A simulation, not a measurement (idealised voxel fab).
This is a process module. Its name is voxel capacitor over wiring.
For reference, the cross-section in this document is cut, with width 275 nm and square cells of 5 nm.
For the purposes of this document, a cross-section shall be understood as a grid of square cells, specified as bands listed in top-to-bottom order, each band consisting of one or more rows of cells. The band entry comprises the height of the band's top followed by the height of its bottom, expressed in nm, and subsequently the band's materials from left to right, each stated together with its width in nm. Where a single material is marked with the word "all across", that material fills the band from edge to edge. The word "blank" represents empty space. Note: height 0 marks the level under which the wafer is uniformly one material as received. Lowest band unbounded below, written "top 0, no bottom". Per-row width for "30 to 40": begins at first number (top row of band), ends at second number (bottom row), increment between rows held constant. "everything unchanged" after a step means that no cell of the cross-section changed. The label "Trapped void list" introduces a list of the empty spaces, 8 cells or larger, that have no open way up to the top; each entry in it reads width x height at distance, where the distance is taken from the left edge and all three are stated in nm. What comes after the settings on a step's line is commentary from the simulator itself on that step. overlay nm: for a step with a mask, the amount by which the mask lay right of where it was planned; a negative amount means left of it.

Intended process steps:
1: RECEIVE (material Si)
2: CONFORMAL_DEP (material SiO2; thk nm 15)
3: DIRECTIONAL_DEP (material TiN; thk nm 5)
4: DIRECTIONAL_DEP (material Ru; thk nm 20)
5: MASKED_ETCH (tone cover; mask id METAL_1; width nm 20; pitch nm 90; etch materials Ru; depth nm 20; overlay nm 0)
6: MASKED_ETCH (tone cover; mask id METAL_1; width nm 20; pitch nm 90; etch materials TiN; depth nm 5; overlay nm 0)
7: FILL_DEP (material SiO2; thk nm 5)
8: CMP (height nm 40)
9: CONFORMAL_DEP (material SiCN; thk nm 5)
10: DIRECTIONAL_DEP (material lowk; thk nm 20)
11: PATTERN (tone open; mask id PLUG_1; material resist; width nm 15; thk nm 20; overlay nm 0)
12: DIRECTIONAL_ETCH (etch materials lowk; depth nm 20)
13: DIRECTIONAL_ETCH (etch materials SiCN; depth nm 5)
14: STRIP (etch materials resist)
15: CONFORMAL_DEP (material TiN; thk nm 5)
16: FILL_DEP (material Cu; thk nm 10)
17: CMP (height nm 65)
18: DIRECTIONAL_DEP (material TiN; thk nm 10)
19: DIRECTIONAL_DEP (material SiN; thk nm 5)
20: DIRECTIONAL_DEP (material TiN; thk nm 5)
21: MASKED_ETCH (tone cover; mask id UPPER_PLATE; width nm 75; etch materials TiN; depth nm 5; overlay nm 0)
22: MASKED_ETCH (tone cover; mask id UPPER_PLATE; width nm 75; etch materials SiN; depth nm 5; overlay nm 0)
23: MASKED_ETCH (tone cover; mask id LOWER_PLATE; width nm 85; etch materials TiN; depth nm 10; overlay nm 0)
24: FILL_DEP (material SiO2; thk nm 15)
25: CMP (height nm 95)
26: PATTERN (tone open; mask id PLUG_2; material resist; width nm 15; thk nm 20; overlay nm 0)
27: DIRECTIONAL_ETCH (etch materials SiO2; depth nm 10)
28: STRIP (etch materials resist)
29: CONFORMAL_DEP (material TiN; thk nm 5)
30: FILL_DEP (material W; thk nm 5)
31: CMP (height nm 95)
32: CONFORMAL_DEP (material SiCN; thk nm 5)

Incoming wafer, cross-sectional view, post step 1:
* top 0, no bottom = Si all across
* Trapped void list: none

Post-module cross-section of the first of two wafers (run per plan):
* top 100, bottom 95 = SiCN all across
* top 95, bottom 90 = SiO2=95, TiN=5, W=5, TiN=5, SiO2=165
* top 90, bottom 80 = SiO2=95 to 85, TiN=15 to 75, SiO2=165 to 115
* top 80, bottom 75 = SiO2=85, SiN=75, SiO2=115
* top 75, bottom 65 = SiO2=80, TiN=85, SiO2=110
* top 65, bottom 45 = lowk=85, TiN=5, Cu=5, TiN=5, lowk=175
* top 45, bottom 40 = SiCN=85, TiN=15, SiCN=175
* top 40, bottom 20 = SiO2=80, Ru=20, SiO2=70, Ru=20, SiO2=85
* top 20, bottom 15 = SiO2=80, TiN=20, SiO2=70, TiN=20, SiO2=85
* top 15, bottom 0 = SiO2 all across
* top 0, no bottom = Si all across
* Trapped void list: none

Wafer two, sectioned after the module: the first wafer's start, the first wafer's plan, and one mistake in how it was run:
* top 100, bottom 95 = SiCN all across
* top 95, bottom 90 = SiO2=95, TiN=5, W=5, TiN=5, SiO2=165
* top 90, bottom 80 = SiO2=95 to 85, TiN=15 to 75, SiO2=165 to 115
* top 80, bottom 75 = SiO2=85, SiN=75, SiO2=115
* top 75, bottom 65 = SiO2=80, TiN=85, SiO2=110
* top 65, bottom 45 = lowk=95, TiN=5, Cu=5, TiN=5, lowk=165
* top 45, bottom 40 = SiCN=95, TiN=15, SiCN=165
* top 40, bottom 20 = SiO2=80, Ru=20, SiO2=70, Ru=20, SiO2=85
* top 20, bottom 15 = SiO2=80, TiN=20, SiO2=70, TiN=20, SiO2=85
* top 15, bottom 0 = SiO2 all across
* top 0, no bottom = Si all across
* Trapped void list: none
Against the plan, the run slipped here: off-plan run, step 11, actual operation and settings PATTERN (tone open; mask id PLUG_1; material resist; width nm 15; thk nm 20; overlay nm 10)
Heads up: at the end the two wafers have identical cell counts per material, they're just laid out differently.
